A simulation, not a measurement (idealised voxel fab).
Process module in this document: voxel spacer lines
The cross-section shown here is cut; it is 290 nm wide and divided into square cells measuring 5 nm on a side.
Square cells in a grid make up a cross-section in this document, and the grid is given as bands, listed from the top down, each one or more rows of cells. Quick guide to a band line: top height, bottom height (nm) up front; then every material left to right with its width in nm. Only one material and it's marked "all across"? Then it fills the band edge to edge. And "air" just means empty space. Zero point of the height axis is 0; under it, received wafer = one material. Lowest band: continues down indefinitely, "0..down". With a width like "30 to 40", each row of cells in the band differs from the next by the same amount, the top row carrying the first number and the bottom row the second. For the purposes of this document, the phrase "nothing different" attached to a step denotes that no cell within the cross-section was modified by that step. Closed-off voids of 8+ cells (no open route to the top) go in "Enclosed internal voids", written width x height at distance from the left edge, in nm. Post-settings text on a step line: simulator's own remark regarding the step. overlay nm: for a step with a mask, the amount by which the mask lay right of where it was planned; a negative amount means left of it.
The planned process steps are enumerated hereunder
1 RECEIVE, material Si
2 CONFORMAL_DEP, material Al2O3, thk nm 10
3 DIRECTIONAL_DEP, material polySi, thk nm 20
4 DIRECTIONAL_DEP, material aC, thk nm 20
5 PATTERN, tone cover, mask id MANDREL, material resist, width nm 20, pitch nm 70, thk nm 30, overlay nm 0
6 DIRECTIONAL_ETCH, etch materials aC, depth nm 20
7 STRIP, etch materials resist
8 CONFORMAL_DEP, material SiN, thk nm 15
9 DIRECTIONAL_ETCH, etch materials SiN, depth nm 15
10 STRIP, etch materials aC
11 DIRECTIONAL_ETCH, etch materials polySi, depth nm 20
12 STRIP, etch materials SiN
13 FILL_DEP, material lowk, thk nm 5
14 CMP, height nm 30
As-received state of the wafer in cross-section, equivalent to post-step 1
0..down: Si all across
Enclosed internal voids: none
Final wafer profile in cross-section after the module, from the same start and plan as above, with one mistake made during processing
30..20: Al2O3 all across
20..0: polySi all across
0..down: Si all across
Enclosed internal voids: none
Against the plan, the run slipped here: swap of plan steps 2 and 3 during execution
